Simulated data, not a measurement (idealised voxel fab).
The process module that follows is named voxel gate over fins.
It is cross-section cut that appears here, measuring 165 nm in width, its square cells being 5 nm in size.
Think of the cross-section as a grid of square cells. We describe it in bands, top to bottom, and each band covers one or more rows of those cells.
Each band's line starts with the height of the band's top and of its bottom, in nm. Then come its materials from left to right, each with its width in nm. One material with "all across" fills the band from edge to edge. "air" is empty space.
Basically, 0 is our baseline, since under it the wafer straight out of the box is all one material. The bottom band has no lower end and keeps on going down, so it looks like "0..down".
Width "30->40": first value at the band's top row of cells, second value at its bottom row, equal change from row to row.
Reading "no change" for a step: not a cell of the cross-section changed in it.
"Enclosed cavity list": sealed empty spaces, 8 cells or more, no open way to top, listed width x height at distance, with distance from the left edge and width, height and distance in nm.
Note: text after step settings on the step line = simulator remark on that step.
Regarding "overlay nm": on a step with a mask, it is the distance the mask lay to the right of its planned place; a negative value places it to the left.
## Process steps foreseen in the plan
- 1: RECEIVE: material Si
- 2: CONFORMAL_DEP: material SiN, thk nm 5
- 3: PATTERN: tone cover, mask id FINS, material resist, width nm 15, pitch nm 45, thk nm 20, overlay nm 0
- 4: DIRECTIONAL_ETCH: etch materials SiN, depth nm 5
- 5: DIRECTIONAL_ETCH: etch materials Si, depth nm 30
- 6: STRIP: etch materials resist
- 7: FILL_DEP: material SiO2, thk nm 15
- 8: CMP: height nm 5
- 9: SELECTIVE_ETCH: etch materials SiO2, depth nm 20
- 10: STRIP: etch materials SiN
- 11: CONFORMAL_DEP: material HfO2, thk nm 5
- 12: CONFORMAL_DEP: material TiN, thk nm 5
- 13: CONFORMAL_DEP: material TiAl, thk nm 5
- 14: CONFORMAL_DEP: material TiN, thk nm 5
- 15: FILL_DEP: material W, thk nm 10
- 16: CMP: height nm 25
- 17: CONFORMAL_DEP: material SiCN, thk nm 10
Where the wafers of this document differ is in the width nm of step 3; they start out the same, and the plan states the value that applied to the first wafer.
## As received, i.e. after step 1: cross-section through the first of several wafers
- 0..down  Si all across
- Enclosed cavity list: none
## The first of several wafers, seen in cross-section after the module's last step, step 17
- 35..25  SiCN all across
- 25..20  W all across
- 20..15  30 W / 100 TiN / 35 W
- 15..10  30 W / 5 TiN / 90 TiAl / 5 TiN / 35 W
- 10..5  30 W / 5 TiN / 5 TiAl / 35 TiN / 10 TiAl / 35 TiN / 5 TiAl / 5 TiN / 35 W
- 5..0  35 TiN / 5 TiAl / 5 TiN / 25 HfO2 / 5 TiN / 10 TiAl / 5 TiN / 25 HfO2 / 5 TiN / 5 TiAl / 40 TiN
- 0..-5  40 TiAl / 5 TiN / 5 HfO2 / 15 Si / 5 HfO2 / 5 TiN / 10 TiAl / 5 TiN / 5 HfO2 / 15 Si / 5 HfO2 / 5 TiN / 45 TiAl
- -5..-10  45 TiN / 5 HfO2 / 15 Si / 5 HfO2 / 20 TiN / 5 HfO2 / 15 Si / 5 HfO2 / 50 TiN
- -10..-15  50 HfO2 / 15 Si / 30 HfO2 / 15 Si / 55 HfO2
- -15..-30  50 SiO2 / 15 Si / 30 SiO2 / 15 Si / 55 SiO2
- -30..down  Si all across
- Enclosed cavity list: none
## The last wafer as seen in cross-section at the end of the module
- 35..25  SiCN all across
- 25..20  W all across
- 20..15  25 W / 115 TiN / 25 W
- 15..10  25 W / 5 TiN / 105 TiAl / 5 TiN / 25 W
- 10..5  25 W / 5 TiN / 5 TiAl / 95 TiN / 5 TiAl / 5 TiN / 25 W
- 5..0  30 TiN / 5 TiAl / 5 TiN / 40 HfO2 / 5 TiN / 40 HfO2 / 5 TiN / 5 TiAl / 30 TiN
- 0..-5  35 TiAl / 5 TiN / 5 HfO2 / 30 Si / 5 HfO2 / 5 TiN / 5 HfO2 / 30 Si / 5 HfO2 / 5 TiN / 35 TiAl
- -5..-10  40 TiN / 5 HfO2 / 30 Si / 5 HfO2 / 5 TiN / 5 HfO2 / 30 Si / 5 HfO2 / 40 TiN
- -10..-15  45 HfO2 / 30 Si / 15 HfO2 / 30 Si / 45 HfO2
- -15..-30  45 SiO2 / 30 Si / 15 SiO2 / 30 Si / 45 SiO2
- -30..down  Si all across
- Enclosed cavity list: none
## Per wafer, end of module: cells gained (+) or lost (-) per material since receipt, then closed voids
width nm 15, +45 HfO2, -162 Si, +66 SiCN, +81 SiO2, +45 TiAl, +84 TiN, +72 W, Enclosed cavity list: none
width nm 20, +45 HfO2, -150 Si, +66 SiCN, +75 SiO2, +42 TiAl, +84 TiN, +69 W, Enclosed cavity list: none
width nm 25, +45 HfO2, -138 Si, +66 SiCN, +69 SiO2, +39 TiAl, +84 TiN, +66 W, Enclosed cavity list: none
width nm 30, +45 HfO2, -126 Si, +66 SiCN, +63 SiO2, +39 TiAl, +81 TiN, +63 W, Enclosed cavity list: none
